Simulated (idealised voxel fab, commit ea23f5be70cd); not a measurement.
The following process module bears the name voxel self aligned contacts.
For reference, the cross-section in this document is cut, with width 235 nm and square cells of 5 nm.
Just so we're on the same page, the cross-sections are grids of square cells, and they're listed out in bands top to bottom, each band one or more rows deep. Look at the band entry: it leads with the top's height and the bottom's height in nm. Then it lists the materials left to right, with a width in nm for each. The word "edge to edge" on a single material says that material fills the band edge to edge. The word "blank" is empty space. Height datum 0, below which the as-received substrate wafer is one material. Lowest band open at the bottom, running downward: "z 0 and below". A width given as "30..40" starts at the first number in the band's top row and ends at the second number in its bottom row, shifting by an equal amount at every step from row to row. Any step labelled "nothing changed" changed none of the cells in the cross-section. Enclosed voids (no open way to top), threshold 8 cells or more, entry "Enclosed voids", notation width x height at distance, distance from left edge, nm. If you see something after the settings on a step's line, that's the simulator's own remark about that step. "overlay nm", when on a step's line for a step with a mask, measures how far to the right of its planned place the mask lay; a negative measure means to the left.

-- Process steps foreseen in the plan
- 1: RECEIVE, material Si
- 2: OXIDIZE, depth nm 5
- 3: DIRECTIONAL_DEP, material polySi, thk nm 25
- 4: DIRECTIONAL_DEP, material SiN, thk nm 15
- 5: MASKED_ETCH, tone cover, mask id GATE, width nm 25, pitch nm 50, etch materials SiN, depth nm 15, overlay nm -15
- 6: MASKED_ETCH, tone cover, mask id GATE, width nm 25, pitch nm 50, etch materials polySi, depth nm 25, overlay nm 0
- 7: CONFORMAL_DEP, material SiN, thk nm 5
- 8: DIRECTIONAL_ETCH, etch materials SiN, depth nm 5
- 9: FILL_DEP, material SiO2, thk nm 20
- 10: CMP, height nm 50
- 11: PATTERN, tone open, mask id CONTACT, material resist, width nm 35, thk nm 15, overlay nm 0
- 12: DIRECTIONAL_ETCH, etch materials SiO2, depth nm 55
- 13: STRIP, etch materials resist
- 14: CONFORMAL_DEP, material TiN, thk nm 5
- 15: FILL_DEP, material W, thk nm 5
- 16: CMP, height nm 50
- 17: CONFORMAL_DEP, material SiCN, thk nm 5
The value of overlay nm given for step 5 in the plan refers to the first wafer; the wafers vary in this setting and are alike at the start.

-- As-received cross-section, first of several wafers, post step 1
z 0 and below | Si edge to edge
Enclosed voids: none

-- Once step 17, the last step, is complete, the module is at its end; this is the cross-section of the first of several wafers
z 55 to 50 | SiCN edge to edge
z 50 to 45 | SiO2: 100 / TiN: 5 / W: 25 / TiN: 5 / SiO2: 100
z 45 to 40 | SiO2: 100 / TiN: 35 / SiO2: 100
z 40 to 25 | SiO2: 60 / SiN: 35 / SiO2: 5 / TiN: 10 / SiN: 35 / SiO2: 90
z 25 to 0 | SiO2: 60 / SiN: 5 / polySi: 40 / SiN: 10 / polySi: 40 / SiN: 5 / SiO2: 75
z 0 to -5 | SiO2 edge to edge
z -5 and below | Si edge to edge
Enclosed voids: none

-- Cross-sectional view, end of module, last wafer of several
z 55 to 50 | SiCN edge to edge
z 50 to 45 | SiO2: 100 / TiN: 5 / W: 25 / TiN: 5 / SiO2: 100
z 45 to 40 | SiO2: 100 / TiN: 35 / SiO2: 100
z 40 to 25 | SiO2: 90 / SiN: 35 / TiN: 10 / SiO2: 5 / SiN: 35 / SiO2: 60
z 25 to 0 | SiO2: 75 / SiN: 5 / polySi: 40 / SiN: 10 / polySi: 40 / SiN: 5 / SiO2: 60
z 0 to -5 | SiO2 edge to edge
z -5 and below | Si edge to edge
Enclosed voids: none

-- Per wafer, end of module: cells gained (+) or lost (-) per material since receipt, then closed voids
overlay nm -15; -47 Si; +47 SiCN; +62 SiN; +355 SiO2; +15 TiN; +5 W; +80 polySi; Enclosed voids: none
overlay nm -10; -47 Si; +47 SiCN; +62 SiN; +356 SiO2; +21 TiN; +8 W; +70 polySi; Enclosed voids: none
overlay nm -5; -47 Si; +47 SiCN; +62 SiN; +360 SiO2; +27 TiN; +8 W; +60 polySi; Enclosed voids: none
overlay nm 0; -47 Si; +47 SiCN; +62 SiN; +364 SiO2; +27 TiN; +14 W; +50 polySi; Enclosed voids: none
overlay nm 5; -47 Si; +47 SiCN; +62 SiN; +360 SiO2; +27 TiN; +8 W; +60 polySi; Enclosed voids: none
overlay nm 10; -47 Si; +47 SiCN; +62 SiN; +356 SiO2; +21 TiN; +8 W; +70 polySi; Enclosed voids: none
overlay nm 15; -47 Si; +47 SiCN; +62 SiN; +355 SiO2; +15 TiN; +5 W; +80 polySi; Enclosed voids: none
